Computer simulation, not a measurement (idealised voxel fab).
voxel gate over fins: a process module
This is section cut - it's 190 nm across, gridded in 5 nm square cells.
For the purposes of this document, a cross-section shall be understood as a grid of square cells, specified as bands listed in top-to-bottom order, each band consisting of one or more rows of cells. Each band's line starts with the height of the band's top and of its bottom, in nm. Then come its materials from left to right, each with its width in nm. One material with "all across" fills the band from edge to edge. "empty" is empty space. The level at which height equals 0 is the one under which the wafer, as it arrives, is entirely one material. No lower edge exists for the bottom band, which continues downward and is notated as in "0 nm and below". A width such as "30 to 40" changes by the same amount from each row of cells to the next, from the band's top row to its bottom row. What does "no change" mean for a step? It means no cell of the cross-section changed in that step. This entry, "Encapsulated voids", enumerates those empty regions of no fewer than 8 cells that possess no open connection to the top. Each region is reported in the form width x height at distance, the distance being taken from the left edge, with all three quantities expressed in nm. Note: text after step settings on the step line = simulator remark on that step. overlay nm: on a step with a mask, how far right of its planned place the mask lay; negative means left.
**Planned process steps**
1,RECEIVE [material Si]
2,CONFORMAL_DEP [material SiN] [thk nm 10]
3,PATTERN [tone cover] [mask id FINS] [material resist] [width nm 15] [pitch nm 50] [thk nm 20] [overlay nm 0]
4,DIRECTIONAL_ETCH [etch materials SiN] [depth nm 10]
5,DIRECTIONAL_ETCH [etch materials Si] [depth nm 30]
6,STRIP [etch materials resist]
7,FILL_DEP [material SiO2] [thk nm 5]
8,CMP [height nm 10]
9,PATTERN [tone open] [mask id RAIL] [material resist] [width nm 15] [thk nm 15] [overlay nm 0]
10,DIRECTIONAL_ETCH [etch materials SiO2] [depth nm 35]
11,STRIP [etch materials resist]
12,CONFORMAL_DEP [material TiN] [thk nm 5]
13,FILL_DEP [material Ru] [thk nm 5]
14,CMP [height nm 10]
15,SELECTIVE_ETCH [etch materials W Ru TiN] [depth nm 25]
16,FILL_DEP [material SiO2] [thk nm 5]
17,CMP [height nm 10]
18,SELECTIVE_ETCH [etch materials SiO2] [depth nm 20]
19,STRIP [etch materials SiN]
20,CONFORMAL_DEP [material HfO2] [thk nm 5]
21,CONFORMAL_DEP [material TiN] [thk nm 5]
22,FILL_DEP [material W] [thk nm 10]
23,CMP [height nm 15]
24,CONFORMAL_DEP [material SiCN] [thk nm 10]
**Wafer at receipt (post step 1), cross-section**
  0 nm and below = Si all across
  Encapsulated voids: none
**First of two wafers, end-of-module section, run followed plan**
  25 nm to 15 nm = SiCN all across
  15 nm to 10 nm = W all across
  10 nm to 5 nm = W: 50 / TiN: 35 / W: 15 / TiN: 35 / W: 55
  5 nm to 0 nm = W: 50 / TiN: 5 / HfO2: 25 / TiN: 5 / W: 15 / TiN: 5 / HfO2: 25 / TiN: 5 / W: 55
  0 nm to -5 nm = TiN: 55 / HfO2: 5 / Si: 15 / HfO2: 5 / TiN: 25 / HfO2: 5 / Si: 15 / HfO2: 5 / TiN: 60
  -5 nm to -10 nm = HfO2: 60 / Si: 15 / HfO2: 35 / Si: 15 / HfO2: 65
  -10 nm to -15 nm = SiO2: 60 / Si: 15 / SiO2: 35 / Si: 15 / SiO2: 65
  -15 nm to -20 nm = SiO2: 60 / Si: 15 / SiO2: 10 / TiN: 5 / Ru: 5 / TiN: 5 / SiO2: 10 / Si: 15 / SiO2: 65
  -20 nm to -25 nm = SiO2: 60 / Si: 15 / SiO2: 10 / TiN: 15 / SiO2: 10 / Si: 15 / SiO2: 65
  -25 nm to -30 nm = SiO2: 60 / Si: 15 / SiO2: 35 / Si: 15 / SiO2: 65
  -30 nm and below = Si all across
  Encapsulated voids: none
**Second of two wafers, module complete, sectioned: it shares the first wafer's start and plan but was run with one mistake**
  25 nm to 15 nm = SiCN all across
  15 nm to 10 nm = W all across
  10 nm to 5 nm = W: 55 / TiN: 35 / W: 15 / TiN: 35 / W: 50
  5 nm to 0 nm = W: 55 / TiN: 5 / HfO2: 25 / TiN: 5 / W: 15 / TiN: 5 / HfO2: 25 / TiN: 5 / W: 50
  0 nm to -5 nm = TiN: 60 / HfO2: 5 / Si: 15 / HfO2: 5 / TiN: 25 / HfO2: 5 / Si: 15 / HfO2: 5 / TiN: 55
  -5 nm to -10 nm = HfO2: 65 / Si: 15 / HfO2: 35 / Si: 15 / HfO2: 60
  -10 nm to -15 nm = SiO2: 65 / Si: 15 / SiO2: 35 / Si: 15 / SiO2: 60
  -15 nm to -20 nm = SiO2: 65 / Si: 15 / SiO2: 5 / TiN: 5 / Ru: 5 / TiN: 5 / SiO2: 15 / Si: 15 / SiO2: 60
  -20 nm to -25 nm = SiO2: 65 / Si: 15 / SiO2: 5 / TiN: 15 / SiO2: 15 / Si: 15 / SiO2: 60
  -25 nm to -30 nm = SiO2: 65 / Si: 15 / SiO2: 35 / Si: 15 / SiO2: 60
  -30 nm and below = Si all across
  Encapsulated voids: none
In executing the process, a mistake was made relative to the plan: step 3 changed vs plan, executed as PATTERN [tone cover] [mask id FINS] [material resist] [width nm 15] [pitch nm 50] [thk nm 20] [overlay nm 5]
So at the finish, the second wafer's got exactly as many cells of each material as the first, just not in the same spots.
